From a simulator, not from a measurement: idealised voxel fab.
voxel gate over fins: a process module
Displayed cross-section: cut, width of 155 nm, square cells sized 5 nm.
Cross-section, as written here: a square-cell grid given band by band from the top down, where a band holds one or more rows of cells.
Band: top and bottom heights (nm) first, top before bottom; then materials from left to right, widths in nm. "edge to edge" marks a sole material filling the band edge to edge. "air" denotes empty space.
Heights are reckoned from 0. Under this level, the received wafer is all of one material. The bottommost band is open-ended downward, for example "0..down".
It should be noted that a width expressed as "30 to 40" varies in equal increments from row to row of cells within the band, taking the value of the first number at the top row and that of the second number at the bottom row.
A step reported as "no change" is a step in which no cell of the cross-section changed.
Basically, "Unvented cavities" tells you about the enclosed voids: empty spaces with no open way to the top, 8 cells or bigger, each written width x height at distance, where distance is from the left edge, all in nm.
Formally, on a step line, whatever follows the settings is a remark that the simulator itself makes on the step.
"overlay nm" denotes, for a step that has a mask, the displacement of the mask to the right of its planned place, with negative values corresponding to the left.
[So here's the lineup of process steps we planned]
- 1: RECEIVE [material Si]
- 2: CONFORMAL_DEP [material SiN] [thk nm 10]
- 3: MASKED_ETCH [tone cover] [mask id FINS] [width nm 15] [pitch nm 55] [etch materials SiN] [depth nm 10] [overlay nm 0]
- 4: MASKED_ETCH [tone cover] [mask id FINS] [width nm 15] [pitch nm 55] [etch materials Si] [depth nm 35] [overlay nm 0]
- 5: FILL_DEP [material SiO2] [thk nm 15]
- 6: CMP [height nm 10]
- 7: DIRECTIONAL_DEP [material aC] [thk nm 10]
- 8: PATTERN [tone open] [mask id RAIL] [material resist] [width nm 15] [thk nm 25] [overlay nm 0]
- 9: DIRECTIONAL_ETCH [etch materials aC] [depth nm 10]
- 10: STRIP [etch materials resist]
- 11: DIRECTIONAL_ETCH [etch materials SiO2] [depth nm 30]
- 12: STRIP [etch materials aC]
- 13: CONFORMAL_DEP [material TiN] [thk nm 5]
- 14: FILL_DEP [material Ru] [thk nm 10]
- 15: CMP [height nm 10]
- 16: SELECTIVE_ETCH [etch materials W Ru TiN] [depth nm 30]
- 17: FILL_DEP [material SiO2] [thk nm 5]
- 18: CMP [height nm 10]
- 19: SELECTIVE_ETCH [etch materials SiO2] [depth nm 25]
- 20: STRIP [etch materials SiN]
- 21: CONFORMAL_DEP [material HfO2] [thk nm 5]
- 22: CONFORMAL_DEP [material TiN] [thk nm 5]
- 23: CONFORMAL_DEP [material TiAl] [thk nm 5]
- 24: CONFORMAL_DEP [material TiN] [thk nm 5]
- 25: FILL_DEP [material W] [thk nm 10]
- 26: CMP [height nm 25]
- 27: CONFORMAL_DEP [material SiCN] [thk nm 10]
The value of depth nm given for step 11 in the plan refers to the first wafer; the wafers vary in this setting and are alike at the start.
[As-received state after step 1, first of several wafers, cross-section]
0..down = Si edge to edge
Unvented cavities: none
[Rows = wafers. At module end, each row lists per material the cells gained (+) or lost (-) since the wafer was received, then the closed voids]
depth nm 30; +49 HfO2; -154 Si; +62 SiCN; +88 SiO2; +49 TiAl; +92 TiN; +31 W; Unvented cavities: none
depth nm 35; +49 HfO2; -154 Si; +62 SiCN; +85 SiO2; +49 TiAl; +95 TiN; +31 W; Unvented cavities: none
depth nm 40; +49 HfO2; +1 Ru; -154 Si; +62 SiCN; +82 SiO2; +49 TiAl; +97 TiN; +31 W; Unvented cavities: none
depth nm 45; +49 HfO2; +2 Ru; -154 Si; +62 SiCN; +79 SiO2; +49 TiAl; +99 TiN; +31 W; Unvented cavities: none
depth nm 50; +49 HfO2; +2 Ru; -154 Si; +62 SiCN; +79 SiO2; +49 TiAl; +99 TiN; +31 W; Unvented cavities: none
depth nm 55; +49 HfO2; +2 Ru; -154 Si; +62 SiCN; +79 SiO2; +49 TiAl; +99 TiN; +31 W; Unvented cavities: none
